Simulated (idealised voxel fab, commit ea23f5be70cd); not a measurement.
Process module name: voxel self aligned vias
FYI the section here is cut, 190 nm wide, cells are 5 nm squares.
Notation: cross-section as square-cell grid; stated in bands, top first, going down; one or more cell rows per band. Band entry format. Leading values: height of top, height of bottom, nm. Remainder: materials in left-to-right order, each with its width in nm. Special words: "edge to edge" on a single material, which then fills the band edge to edge; "empty", empty space. It should be noted that heights are counted from 0, beneath which the wafer as supplied is of one material throughout, and that the lowest band possesses no lower boundary but continues downward, as written in "0 down". It should be noted that a width expressed as "30->40" varies in equal increments from row to row of cells within the band, taking the value of the first number at the top row and that of the second number at the bottom row. "left unchanged" -> step changed no cross-section cell. Empty spaces without an open route to the top, at least 8 cells in extent, make up the entry "Encapsulated voids"; each is given as width x height at distance, where the distance is measured from the left edge, and all are in nm. Whatever follows a step's settings on its line is a remark the simulator itself makes about that step. Steps that use a mask can have "overlay nm" on their line. It says how far the mask sat to the right of where it was meant to be. Negative means to the left.

The following list gives the planned process steps
1: RECEIVE,material Si
2: CONFORMAL_DEP,material SiO2,thk nm 10
3: CONFORMAL_DEP,material SiCN,thk nm 5
4: DIRECTIONAL_DEP,material SiO2,thk nm 25
5: PATTERN,tone open,mask id LINES,material resist,width nm 30,pitch nm 80,thk nm 20,overlay nm 0
6: DIRECTIONAL_ETCH,etch materials SiO2,depth nm 25
7: STRIP,etch materials resist
8: CONFORMAL_DEP,material TiN,thk nm 5
9: FILL_DEP,material Ru,thk nm 10
10: CMP,height nm 40
11: SELECTIVE_ETCH,etch materials W Ru TiN,depth nm 10
12: FILL_DEP,material SiN,thk nm 10
13: CMP,height nm 40
14: DIRECTIONAL_DEP,material SiO2,thk nm 15
15: MASKED_ETCH,tone open,mask id VIAS,width nm 50,pitch nm 80,etch materials SiO2,depth nm 15,overlay nm 0
16: MASKED_ETCH,tone open,mask id VIAS,width nm 50,pitch nm 80,etch materials SiN,depth nm 10,overlay nm 0
17: CONFORMAL_DEP,material TiN,thk nm 5
18: FILL_DEP,material Cu,thk nm 10
19: CMP,height nm 55
20: CONFORMAL_DEP,material SiCN,thk nm 5

Cross-sectional view of the wafer in its as-received condition, corresponding to the state after step 1
	0 down: Si edge to edge
	Encapsulated voids: none

Wafer at module end, in section. Began as above, planned as above, run with one mistake
	60 to 55: SiCN edge to edge
	55 to 40: SiO2=30, then TiN=5, then Cu=40, then TiN=5, then SiO2=30, then TiN=5, then Cu=40, then TiN=5, then SiO2=30
	40 to 35: SiN=30, then TiN=15, then Cu=20, then TiN=15, then SiN=30, then TiN=15, then Cu=20, then TiN=15, then SiN=30
	35 to 30: SiO2=40, then TiN=30, then SiO2=50, then TiN=30, then SiO2=40
	30 to 15: SiO2=40, then TiN=5, then Ru=20, then TiN=5, then SiO2=50, then TiN=5, then Ru=20, then TiN=5, then SiO2=40
	15 to 10: SiO2=40, then TiN=30, then SiO2=50, then TiN=30, then SiO2=40
	10 to 5: SiCN edge to edge
	5 to 0: SiO2 edge to edge
	0 down: Si edge to edge
	Encapsulated voids: none
So what did we get wrong on this run? step 2 did not use the planned setting and instead ran as CONFORMAL_DEP,material SiO2,thk nm 5
